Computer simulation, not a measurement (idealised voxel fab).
This is a process module. Its name is voxel tone inversion.
FYI the section here is cut, 200 nm wide, cells are 5 nm squares.
A cross-section in this document is a grid of square cells, and it is written down as bands, the top band listed before the ones below it; a band is made up of one or more rows of cells.
It is stipulated that each band's entry specify, in nanometres, the height of the top of the band and then that of its bottom, followed by the materials of the band in left-to-right sequence, each together with its width in nanometres. A single material marked by the word "everywhere" is understood to fill the band from edge to edge; the word "empty" is understood to denote empty space.
The reference from which all heights are counted is 0, the level beneath which the as-received wafer is entirely one material; the lowest band, having no lower bound, proceeds downward and is written after the example "0 down".
Quick explanation for "30..40": the width changes in equal steps down the rows of cells, from the first number in the band's top row to the second number in its bottom row.
Take "everything unchanged" at face value: in the step it is given for, the cross-section changed in none of its cells.
"Enclosed void list" - sealed voids, min. 8 cells, no opening to top; format: width x height at distance (distance from left edge; nm throughout).
Text after the settings on a step's line: the simulator's own remark on that step.
For masked steps, "overlay nm" on the step line gives how far right of plan the mask actually lay; a minus sign means it lay to the left.
# The planned process steps are enumerated hereunder
1,RECEIVE: material Si
2,CONFORMAL_DEP: material SiN, thk nm 5
3,DIRECTIONAL_DEP: material aC, thk nm 20
4,PATTERN: tone cover, mask id POSTS, material resist, width nm 20, pitch nm 35, thk nm 30, overlay nm 0
5,DIRECTIONAL_ETCH: etch materials aC, depth nm 20
6,STRIP: etch materials resist
7,FILL_DEP: material SiO2, thk nm 10
8,CMP: height nm 25
9,STRIP: etch materials aC
10,CONFORMAL_DEP: material TiN, thk nm 5
11,FILL_DEP: material W, thk nm 10
12,CMP: height nm 25
13,CONFORMAL_DEP: material SiCN, thk nm 5
# What follows covers the first of two wafers; it ran as planned
# The cross-section here shows the wafer as received, i.e. in its state after step 1
    0 down = Si everywhere
    Enclosed void list: none
# Wafer after step 2 (cross-section)
    5 to 0 = SiN everywhere
    Under the height 0 nothing was changed.
# Wafer after step 3 (cross-section)
    25 to 5 = aC everywhere
    Under the height 5 nothing was changed.
# Wafer after step 4 (cross-section)
    55 to 25 = empty: 55 / resist: 20 / empty: 15 / resist: 20 / empty: 15 / resist: 20 / empty: 55
    Under the height 25 nothing was changed.
# Wafer after step 5 (cross-section)
    35 to 25 = empty: 55 / resist: 20 / empty: 15 / resist: 20 / empty: 15 / resist: 20 / empty: 55
    25 to 5 = empty: 55 / aC: 20 / empty: 15 / aC: 20 / empty: 15 / aC: 20 / empty: 55
    Under the height 5 nothing was changed.
# Wafer after step 6 (cross-section)
    25 to 5 = empty: 55 / aC: 20 / empty: 15 / aC: 20 / empty: 15 / aC: 20 / empty: 55
    Under the height 5 nothing was changed.
# Wafer after step 7 (cross-section)
    35 to 25 = SiO2 everywhere
    25 to 5 = SiO2: 55 / aC: 20 / SiO2: 15 / aC: 20 / SiO2: 15 / aC: 20 / SiO2: 55
    Under the height 5 nothing was changed.
# Wafer after step 8 (cross-section)
    25 to 5 = SiO2: 55 / aC: 20 / SiO2: 15 / aC: 20 / SiO2: 15 / aC: 20 / SiO2: 55
    Under the height 5 nothing was changed.
# Wafer after step 9 (cross-section)
    25 to 5 = SiO2: 55 / empty: 20 / SiO2: 15 / empty: 20 / SiO2: 15 / empty: 20 / SiO2: 55
    Under the height 5 nothing was changed.
# Wafer after step 10 (cross-section)
    30 to 25 = TiN: 60 / empty: 10 / TiN: 25 / empty: 10 / TiN: 25 / empty: 10 / TiN: 60
    25 to 10 = SiO2: 55 / TiN: 5 / empty: 10 / TiN: 5 / SiO2: 15 / TiN: 5 / empty: 10 / TiN: 5 / SiO2: 15 / TiN: 5 / empty: 10 / TiN: 5 / SiO2: 55
    10 to 5 = SiO2: 55 / TiN: 20 / SiO2: 15 / TiN: 20 / SiO2: 15 / TiN: 20 / SiO2: 55
    Under the height 5 nothing was changed.
# Wafer after step 11 (cross-section)
    40 to 30 = W everywhere
    30 to 25 = TiN: 60 / W: 10 / TiN: 25 / W: 10 / TiN: 25 / W: 10 / TiN: 60
    25 to 10 = SiO2: 55 / TiN: 5 / W: 10 / TiN: 5 / SiO2: 15 / TiN: 5 / W: 10 / TiN: 5 / SiO2: 15 / TiN: 5 / W: 10 / TiN: 5 / SiO2: 55
    Under the height 10 nothing was changed.
# Wafer after step 12 (cross-section)
    25 to 10 = SiO2: 55 / TiN: 5 / W: 10 / TiN: 5 / SiO2: 15 / TiN: 5 / W: 10 / TiN: 5 / SiO2: 15 / TiN: 5 / W: 10 / TiN: 5 / SiO2: 55
    Under the height 10 nothing was changed.
# Wafer after step 13 (cross-section)
    30 to 25 = SiCN everywhere
    Under the height 25 nothing was changed.
# Regarding the second of the two wafers: it shared the first wafer's starting condition and process plan, yet one error occurred during its execution. Its history coincides with that of the first wafer up to and including step 3
# Second wafer cross-section, taken as of the time the plan sets for step 4 to be done
    55 to 25 = empty: 45 / resist: 20 / empty: 15 / resist: 20 / empty: 15 / resist: 20 / empty: 65
    Under the height 25 nothing was changed.
# Second wafer cross-section, taken as of the time the plan sets for step 5 to be done
    35 to 25 = empty: 45 / resist: 20 / empty: 15 / resist: 20 / empty: 15 / resist: 20 / empty: 65
    25 to 5 = empty: 45 / aC: 20 / empty: 15 / aC: 20 / empty: 15 / aC: 20 / empty: 65
    Under the height 5 nothing was changed.
# Second wafer cross-section, taken as of the time the plan sets for step 6 to be done
    25 to 5 = empty: 45 / aC: 20 / empty: 15 / aC: 20 / empty: 15 / aC: 20 / empty: 65
    Under the height 5 nothing was changed.
# Second wafer cross-section, taken as of the time the plan sets for step 7 to be done
    35 to 25 = SiO2 everywhere
    25 to 5 = SiO2: 45 / aC: 20 / SiO2: 15 / aC: 20 / SiO2: 15 / aC: 20 / SiO2: 65
    Under the height 5 nothing was changed.
# Second wafer cross-section, taken as of the time the plan sets for step 8 to be done
    25 to 5 = SiO2: 45 / aC: 20 / SiO2: 15 / aC: 20 / SiO2: 15 / aC: 20 / SiO2: 65
    Under the height 5 nothing was changed.
# Second wafer cross-section, taken as of the time the plan sets for step 9 to be done
    25 to 5 = SiO2: 45 / empty: 20 / SiO2: 15 / empty: 20 / SiO2: 15 / empty: 20 / SiO2: 65
    Under the height 5 nothing was changed.
# Second wafer cross-section, taken as of the time the plan sets for step 10 to be done
    30 to 25 = TiN: 50 / empty: 10 / TiN: 25 / empty: 10 / TiN: 25 / empty: 10 / TiN: 70
    25 to 10 = SiO2: 45 / TiN: 5 / empty: 10 / TiN: 5 / SiO2: 15 / TiN: 5 / empty: 10 / TiN: 5 / SiO2: 15 / TiN: 5 / empty: 10 / TiN: 5 / SiO2: 65
    10 to 5 = SiO2: 45 / TiN: 20 / SiO2: 15 / TiN: 20 / SiO2: 15 / TiN: 20 / SiO2: 65
    Under the height 5 nothing was changed.
# Second wafer cross-section, taken as of the time the plan sets for step 11 to be done
    40 to 30 = W everywhere
    30 to 25 = TiN: 50 / W: 10 / TiN: 25 / W: 10 / TiN: 25 / W: 10 / TiN: 70
    25 to 10 = SiO2: 45 / TiN: 5 / W: 10 / TiN: 5 / SiO2: 15 / TiN: 5 / W: 10 / TiN: 5 / SiO2: 15 / TiN: 5 / W: 10 / TiN: 5 / SiO2: 65
    Under the height 10 nothing was changed.
# Second wafer cross-section, taken as of the time the plan sets for step 12 to be done
    25 to 10 = SiO2: 45 / TiN: 5 / W: 10 / TiN: 5 / SiO2: 15 / TiN: 5 / W: 10 / TiN: 5 / SiO2: 15 / TiN: 5 / W: 10 / TiN: 5 / SiO2: 65
    Under the height 10 nothing was changed.
# Second wafer cross-section, taken as of the time the plan sets for step 13 to be done
    30 to 25 = SiCN everywhere
    Under the height 25 nothing was changed.
Heads up, the wafer didn't run the way we planned it: step 4 did not happen as planned, as run it was PATTERN: tone cover, mask id POSTS, material resist, width nm 20, pitch nm 35, thk nm 30, overlay nm -10
End check, second vs first wafer: material counts in cells match, positions do not.
